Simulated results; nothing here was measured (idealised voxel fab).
Herein follows the process module entitled voxel air gaps.
We display cut, a cross-section 165 nm in width whose square cells are each 5 nm.
A cross-section in this document is a grid of square cells, and it is written down as bands, the top band listed before the ones below it; a band is made up of one or more rows of cells. Top height, bottom height, nm. Materials left to right, width each, nm. Single material + "edge to edge" = fills band edge to edge. "empty" = empty. Height datum 0, below which the as-received substrate wafer is one material. Lowest band open at the bottom, running downward: "top 0, no bottom". A width given as "30->40" starts at the first number in the band's top row and ends at the second number in its bottom row, shifting by an equal amount at every step from row to row. Reading "same as before" for a step: not a cell of the cross-section changed in it. Enclosed voids (no open way to top), threshold 8 cells or more, entry "Enclosed void listing", notation width x height at distance, distance from left edge, nm. Anything after a step's settings on that line? It's the simulator's own note about the step. On any step carrying a mask, the "overlay nm" setting, if present on the step's line, tells how far right of its planned place the mask lay; negative values point to the left.
# These are the steps we planned for the process
step 1: RECEIVE | material Si
step 2: CONFORMAL_DEP | material SiO2 | thk nm 15
step 3: CONFORMAL_DEP | material SiCN | thk nm 5
step 4: DIRECTIONAL_DEP | material SiO2 | thk nm 35
step 5: MASKED_ETCH | tone open | mask id LINES | width nm 20 | pitch nm 45 | etch materials SiO2 | depth nm 35 | overlay nm 0
step 6: CONFORMAL_DEP | material TiN | thk nm 5
step 7: FILL_DEP | material Cu | thk nm 5
step 8: CMP | height nm 55
step 9: EPI | material Ru | thk nm 10
step 10: SELECTIVE_ETCH | etch materials SiO2 | depth nm 45
step 11: CONFORMAL_DEP | material SiCN | thk nm 5
# Shown in cross-section is the wafer as received, that is, as it stands after step 1
  top 0, no bottom: Si edge to edge
  Enclosed void listing: none
# Wafer at module end, in section. Began as above, planned as above, run with one mistake
  top 80, bottom 75: SiCN 160 | empty 5
  top 75, bottom 55: SiCN 5 | Ru 150 | SiCN 5 | empty 5
  top 55, bottom 50: SiCN 25 | TiN 5 | Cu 10 | TiN 5 | SiO2 25 | TiN 5 | Cu 10 | TiN 5 | SiO2 25 | TiN 5 | Cu 10 | TiN 5 | SiCN 25 | empty 5
  top 50, bottom 25: empty 20 | SiCN 5 | TiN 5 | Cu 10 | TiN 5 | SiO2 25 | TiN 5 | Cu 10 | TiN 5 | SiO2 25 | TiN 5 | Cu 10 | TiN 5 | SiCN 5 | empty 25
  top 25, bottom 20: SiCN 25 | TiN 20 | SiO2 25 | TiN 20 | SiO2 25 | TiN 20 | SiCN 30
  top 20, bottom 15: SiCN edge to edge
  top 15, bottom 0: SiO2 edge to edge
  top 0, no bottom: Si edge to edge
  Enclosed void listing: 20 x 25 at 0
It is concluded that the wafer was processed incorrectly with respect to the plan, in that step 9, plan: ran twice
